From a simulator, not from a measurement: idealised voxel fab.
Process module in this document: voxel self aligned contacts
Section cut is 290 nm wide and gridded with 5 nm square cells.
Bands, listed from the top down, are how a cross-section gets written in this document; the cross-section itself is a grid of square cells, and a band is one or more rows of them. First you get the band's top height and its bottom height, in nm, and then the materials it's made of, left to right, with each width in nm. If you see a single material with "all across", that one covers the band edge to edge. "blank" is empty space. The reference from which all heights are counted is 0, the level beneath which the as-received wafer is entirely one material; the lowest band, having no lower bound, proceeds downward and is written after the example "top 0, no bottom". Think of "30->40" as a width that walks from the first number to the second as you go down the band, top row to bottom row, taking equal-sized steps from row to row. What does "nothing altered" mean for a step? It means no cell of the cross-section changed in that step. Under "closed voids" you'll find the enclosed gaps, the ones with no way out to the top, that are 8 cells or bigger; each reads width x height at distance, with distance counted from the left edge, everything in nm. If you see something after the settings on a step's line, that's the simulator's own remark about that step. overlay nm: how far to the right of its planned place the mask lay on this masked step (negative: to the left).

## Intended process steps
1 RECEIVE: material Si
2 CONFORMAL_DEP: material SiO2, thk nm 5
3 DIRECTIONAL_DEP: material polySi, thk nm 25
4 DIRECTIONAL_DEP: material SiN, thk nm 15
5 PATTERN: tone cover, mask id GATE, material resist, width nm 35, pitch nm 60, thk nm 15, overlay nm 0
6 DIRECTIONAL_ETCH: etch materials SiN, depth nm 15
7 DIRECTIONAL_ETCH: etch materials polySi, depth nm 25
8 STRIP: etch materials resist
9 CONFORMAL_DEP: material SiN, thk nm 5
10 DIRECTIONAL_ETCH: etch materials SiN, depth nm 5
11 FILL_DEP: material SiO2, thk nm 20
12 CMP: height nm 55
13 DIRECTIONAL_DEP: material aC, thk nm 15
14 PATTERN: tone open, mask id CONTACT, material resist, width nm 35, thk nm 35, overlay nm 0
15 DIRECTIONAL_ETCH: etch materials aC, depth nm 15
16 STRIP: etch materials resist
17 DIRECTIONAL_ETCH: etch materials SiO2, depth nm 55
18 STRIP: etch materials aC
19 CONFORMAL_DEP: material TiN, thk nm 5
20 FILL_DEP: material Ru, thk nm 10
21 CMP: height nm 55
22 CONFORMAL_DEP: material SiCN, thk nm 5

## Received-state cross-section, reflecting completion of step 1
> top 0, no bottom = Si all across
> closed voids: none

## Post-module cross-section of the first of two wafers (run per plan)
> top 60, bottom 55 = SiCN all across
> top 55, bottom 45 = SiO2 125  TiN 5->15  Ru 25->5  TiN 5->15  SiO2 130
> top 45, bottom 30 = SiO2 90  SiN 45  TiN 5  Ru 5  TiN 5  SiN 45  SiO2 95
> top 30, bottom 5 = SiO2 90  SiN 5  polySi 35  SiN 5  TiN 5  Ru 5  TiN 5  SiN 5  polySi 35  SiN 5  SiO2 95
> top 5, bottom 0 = SiO2 135  TiN 15  SiO2 140
> top 0, no bottom = Si all across
> closed voids: none

## Second wafer cross-section at end of module - shared start and plan with the first, one mistake in the run
> top 60, bottom 55 = SiCN all across
> top 55, bottom 45 = SiO2 125  TiN 5->25  Ru 25->5  TiN 5  SiO2 130
> top 45, bottom 30 = SiO2 100  SiN 45  TiN 5  Ru 5  TiN 5  SiN 45  SiO2 85
> top 30, bottom 5 = SiO2 100  SiN 5  polySi 35  SiN 5  TiN 5  Ru 5  TiN 5  SiN 5  polySi 35  SiN 5  SiO2 85
> top 5, bottom 0 = SiO2 145  TiN 15  SiO2 130
> top 0, no bottom = Si all across
> closed voids: none
Misprocessing identified: step 5 changed vs plan, executed as PATTERN: tone cover, mask id GATE, material resist, width nm 35, pitch nm 60, thk nm 15, overlay nm 10
When the process is done, the second wafer contains the same cell count of every material as the first wafer, but distributed over other locations.
